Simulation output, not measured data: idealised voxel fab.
Name of the process module below: voxel plated lines
240 nm wide, 5 nm square cells: that's cross-section cut.
We lay out every cross-section as a grid of square cells and spell it out in bands from the top down, where one band means one or more rows of cells. For a band, the entry starts with two heights in nm, that of the top and then that of the bottom, and carries on with the band's materials in order from left to right, each alongside its width in nm; the word "all across" beside a single material means it fills the band edge to edge, and "blank" means empty space. Convention: height 0 is the level below which the wafer, as received, is all one material. The lowest band does not terminate at the bottom but continues downward, represented as "0 nm and below". The notation "30 to 40" denotes a width that varies across the rows of cells in the band, beginning at the first number in the top row, finishing at the second number in the bottom row, and changing by an identical amount from each row to the next. "remains unaltered", as given for a step, is the statement that not any cell of the cross-section underwent a change during that step. Look at "Sealed void list" for the closed voids: empty spaces with no open path to the top, sized 8 cells or up. Each is width x height at distance, distance from the left edge, all nm. On each step's line, the part that comes after the settings is the simulator's own comment on the step. "overlay nm" answers the question of how far to the right of plan the mask lay on a step that has a mask, and when it is negative the answer is to the left.

PROCESS STEPS (PLANNED)
1,RECEIVE | material Si
2,CONFORMAL_DEP | material SiN | thk nm 15
3,DIRECTIONAL_DEP | material TiN | thk nm 5
4,PATTERN | tone open | mask id LINES | material resist | width nm 20 | pitch nm 50 | thk nm 35 | overlay nm 0
5,EPI | material Ru | thk nm 5
6,EPI | material Ru | thk nm 5
7,EPI | material Ru | thk nm 10
8,STRIP | etch materials resist
9,DIRECTIONAL_ETCH | etch materials TiN | depth nm 5
10,CONFORMAL_DEP | material SiN | thk nm 10

RECEIVED-STATE CROSS-SECTION, REFLECTING COMPLETION OF STEP 1
> 0 nm and below  Si all across
> Sealed void list: none

WHAT THE WAFER LOOKS LIKE IN CROSS-SECTION AFTER THIS MODULE, WHEN IT STARTS AS SHOWN ABOVE AND FOLLOWS THE PLAN ABOVE BUT ONE MISTAKE IS MADE IN RUNNING IT
> 50 nm to 40 nm  blank=60, SiN=40, blank=10, SiN=40, blank=10, SiN=40, blank=40
> 40 nm to 25 nm  blank=60, SiN=10, Ru=20, SiN=10, blank=10, SiN=10, Ru=20, SiN=10, blank=10, SiN=10, Ru=20, SiN=10, blank=40
> 25 nm to 20 nm  SiN=70, Ru=20, SiN=30, Ru=20, SiN=30, Ru=20, SiN=50
> 20 nm to 15 nm  SiN=70, TiN=20, SiN=30, TiN=20, SiN=30, TiN=20, SiN=50
> 15 nm to 0 nm  SiN all across
> 0 nm and below  Si all across
> Sealed void list: none
Here's what went sideways: planned and actual differ for step 4; actual: PATTERN | tone open | mask id LINES | material resist | width nm 20 | pitch nm 50 | thk nm 35 | overlay nm 10
